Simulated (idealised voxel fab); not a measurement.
process module | voxel transistor to metal
cross-section cut | 195 nm wide | cells 5 nm
A cross-section is a grid of square cells, given in bands from the top down. A band is one or more rows of cells.
Each band's line starts with the height of the band's top and of its bottom, in nm. Then come its materials from left to right, each with its width in nm. One material with "throughout" fills the band from edge to edge. "air" is empty space.
Height 0 is the level under which the wafer as received is all one material. The lowest band goes on downwards, as in "0 down".
A width such as "30 to 40" changes by the same amount from each row of cells to the next, from the band's top row to its bottom row.
"no change" after a step means that no cell of the cross-section changed.
closed voids: empty space of 8 cells or more with no open way to the top, each as width x height at its distance from the left edge, in nm
after a step's settings: what the simulator itself notes on the step
overlay nm, on a step with a mask: how far to the right of its planned place the mask lay; to the left if negative
plan
1 op RECEIVE | material Si
2 op CONFORMAL_DEP | material SiO2 | thk nm 5
3 op CONFORMAL_DEP | material SiN | thk nm 15
4 op PATTERN | tone cover | mask id ACTIVE | material resist | width nm 115 | thk nm 15 | overlay nm 0
5 op DIRECTIONAL_ETCH | etch materials SiN | depth nm 15
6 op DIRECTIONAL_ETCH | etch materials SiO2 | depth nm 5
7 op DIRECTIONAL_ETCH | etch materials Si | depth nm 35
8 op STRIP | etch materials resist
9 op OXIDIZE | depth nm 5
10 op FILL_DEP | material SiO2 | thk nm 5
11 op CMP | height nm 20
12 op SELECTIVE_ETCH | etch materials SiO2 | depth nm 10
13 op STRIP | etch materials SiN
14 op SELECTIVE_ETCH | etch materials SiO2 | depth nm 5
15 op OXIDIZE | depth nm 5
16 op DIRECTIONAL_DEP | material polySi | thk nm 30
17 op DIRECTIONAL_DEP | material SiCN | thk nm 15
18 op PATTERN | tone cover | mask id GATE | material resist | width nm 35 | thk nm 15 | overlay nm 0
19 op DIRECTIONAL_ETCH | etch materials SiCN | depth nm 25
20 op DIRECTIONAL_ETCH | etch materials polySi | depth nm 40
21 op STRIP | etch materials resist
22 op CONFORMAL_DEP | material SiN | thk nm 5
23 op DIRECTIONAL_ETCH | etch materials SiN | depth nm 5
24 op DIRECTIONAL_ETCH | etch materials SiO2 | depth nm 5
25 op DIRECTIONAL_ETCH | etch materials Si | depth nm 15
26 op EPI | material nSi | thk nm 20
27 op FILL_DEP | material SiO2 | thk nm 5
28 op CMP | height nm 30
29 op STRIP | etch materials polySi
30 op SELECTIVE_ETCH | etch materials SiO2 | depth nm 5
31 op CONFORMAL_DEP | material HfO2 | thk nm 5
32 op CONFORMAL_DEP | material TiN | thk nm 5
33 op FILL_DEP | material W | thk nm 10
34 op CMP | height nm 25
35 op DIRECTIONAL_DEP | material SiO2 | thk nm 15
36 op DIRECTIONAL_DEP | material aC | thk nm 15
37 op PATTERN | tone open | mask id CONTACT | material resist | width nm 15 | pitch nm 90 | thk nm 35 | overlay nm 0
38 op DIRECTIONAL_ETCH | etch materials aC | depth nm 15
39 op STRIP | etch materials resist
40 op DIRECTIONAL_ETCH | etch materials SiO2 | depth nm 40
41 op STRIP | etch materials aC
42 op CONFORMAL_DEP | material TiN | thk nm 5
43 op FILL_DEP | material W | thk nm 5
44 op CMP | height nm 40
45 op CONFORMAL_DEP | material SiCN | thk nm 5
46 op DIRECTIONAL_DEP | material SiO2 | thk nm 20
47 op PATTERN | tone open | mask id METAL_1 | material resist | width nm 15 | pitch nm 90 | thk nm 20 | overlay nm 0
48 op DIRECTIONAL_ETCH | etch materials SiO2 | depth nm 20
49 op DIRECTIONAL_ETCH | etch materials SiCN | depth nm 5
50 op STRIP | etch materials resist
51 op CONFORMAL_DEP | material TiN | thk nm 5
52 op FILL_DEP | material Cu | thk nm 10
53 op CMP | height nm 65
54 op EPI | material Ru | thk nm 5
55 op FILL_DEP | material SiCN | thk nm 5
56 op DIRECTIONAL_DEP | material SiO2 | thk nm 25
57 op PATTERN | tone open | mask id METAL_2 | material resist | width nm 15 | pitch nm 90 | thk nm 20 | overlay nm 0
58 op DIRECTIONAL_ETCH | etch materials SiO2 | depth nm 15
59 op STRIP | etch materials resist
60 op MASKED_ETCH | tone open | mask id METAL_2_HOLES | width nm 15 | pitch nm 90 | etch materials SiO2 | depth nm 10 | overlay nm 0
61 op MASKED_ETCH | tone open | mask id METAL_2_HOLES | width nm 15 | pitch nm 90 | etch materials SiCN | depth nm 5 | overlay nm 0
62 op CONFORMAL_DEP | material TiN | thk nm 5
63 op FILL_DEP | material Cu | thk nm 10
64 op CMP | height nm 100
65 op CONFORMAL_DEP | material SiN | thk nm 5
as received, after step 1
  0 down: Si throughout
  closed voids: none
first wafer at the end, as planned
  105 to 100: SiN throughout
  100 to 75: SiO2 45 | TiN 5 | Cu 5 | TiN 5 | SiO2 75 | TiN 5 | Cu 5 | TiN 5 | SiO2 45
  75 to 70: SiCN 45 | TiN 15 | SiCN 75 | TiN 15 | SiCN 45
  70 to 65: SiCN 40 | Ru 25 | SiCN 65 | Ru 25 | SiCN 40
  65 to 45: SiO2 45 | TiN 5 | Cu 5 | TiN 5 | SiO2 75 | TiN 5 | Cu 5 | TiN 5 | SiO2 45
  45 to 40: SiCN 45 | TiN 15 | SiCN 75 | TiN 15 | SiCN 45
  40 to 25: SiO2 45 | TiN 5 | W 5 | TiN 5 | SiO2 75 | TiN 5 | W 5 | TiN 5 | SiO2 45
  25 to 20: SiO2 45 | TiN 5 | W 5 | TiN 5 | SiO2 15 | SiN 5 | HfO2 5 | TiN 5 | W 15 | TiN 5 | HfO2 5 | SiN 5 | SiO2 15 | TiN 5 | W 5 | TiN 5 | SiO2 45
  20 to 15: SiO2 45 | TiN 15 | SiO2 15 | SiN 5 | HfO2 5 | TiN 5 | W 15 | TiN 5 | HfO2 5 | SiN 5 | SiO2 15 | TiN 15 | SiO2 45
  15 to 5: SiO2 45 | TiN 10 | nSi 20 | SiN 5 | HfO2 5 | TiN 5 | W 15 | TiN 5 | HfO2 5 | SiN 5 | nSi 20 | TiN 10 | SiO2 45
  5 to 0: SiO2 35 | SiN 5 | SiO2 5 | TiN 10 | nSi 20 | SiN 5 | HfO2 5 | TiN 25 | HfO2 5 | SiN 5 | nSi 20 | TiN 10 | SiO2 5 | SiN 5 | SiO2 35
  0 to -5: SiO2 40 | nSi 35 | HfO2 45 | nSi 35 | SiO2 40
  -5 to -20: SiO2 45 | nSi 30 | Si 45 | nSi 30 | SiO2 45
  -20 to -40: SiO2 45 | Si 105 | SiO2 45
  -40 down: Si throughout
  closed voids: none
second wafer at the end: like start, like plan, one mistake
  105 to 100: SiN throughout
  100 to 80: SiO2 45 | TiN 5 | Cu 5 | TiN 5 | SiO2 75 | TiN 5 | Cu 5 | TiN 5 | SiO2 45
  80 to 75: SiO2 45 | TiN 15 | SiO2 75 | TiN 15 | SiO2 45
  75 to 70: aC throughout
  70 to 65: aC 40 | Ru 25 | aC 65 | Ru 25 | aC 40
  65 to 45: SiO2 45 | TiN 5 | Cu 5 | TiN 5 | SiO2 75 | TiN 5 | Cu 5 | TiN 5 | SiO2 45
  45 to 40: SiCN 45 | TiN 15 | SiCN 75 | TiN 15 | SiCN 45
  40 to 25: SiO2 45 | TiN 5 | W 5 | TiN 5 | SiO2 75 | TiN 5 | W 5 | TiN 5 | SiO2 45
  25 to 20: SiO2 45 | TiN 5 | W 5 | TiN 5 | SiO2 15 | SiN 5 | HfO2 5 | TiN 5 | W 15 | TiN 5 | HfO2 5 | SiN 5 | SiO2 15 | TiN 5 | W 5 | TiN 5 | SiO2 45
  20 to 15: SiO2 45 | TiN 15 | SiO2 15 | SiN 5 | HfO2 5 | TiN 5 | W 15 | TiN 5 | HfO2 5 | SiN 5 | SiO2 15 | TiN 15 | SiO2 45
  15 to 5: SiO2 45 | TiN 10 | nSi 20 | SiN 5 | HfO2 5 | TiN 5 | W 15 | TiN 5 | HfO2 5 | SiN 5 | nSi 20 | TiN 10 | SiO2 45
  5 to 0: SiO2 35 | SiN 5 | SiO2 5 | TiN 10 | nSi 20 | SiN 5 | HfO2 5 | TiN 25 | HfO2 5 | SiN 5 | nSi 20 | TiN 10 | SiO2 5 | SiN 5 | SiO2 35
  0 to -5: SiO2 40 | nSi 35 | HfO2 45 | nSi 35 | SiO2 40
  -5 to -20: SiO2 45 | nSi 30 | Si 45 | nSi 30 | SiO2 45
  -20 to -40: SiO2 45 | Si 105 | SiO2 45
  -40 down: Si throughout
  closed voids: none
what went wrong: step 55 ran as: op FILL_DEP | material aC | thk nm 5
at the end the second wafer has, in cells: 2 fewer of Cu | 62 fewer of SiCN | 4 fewer of TiN | 68 more of aC
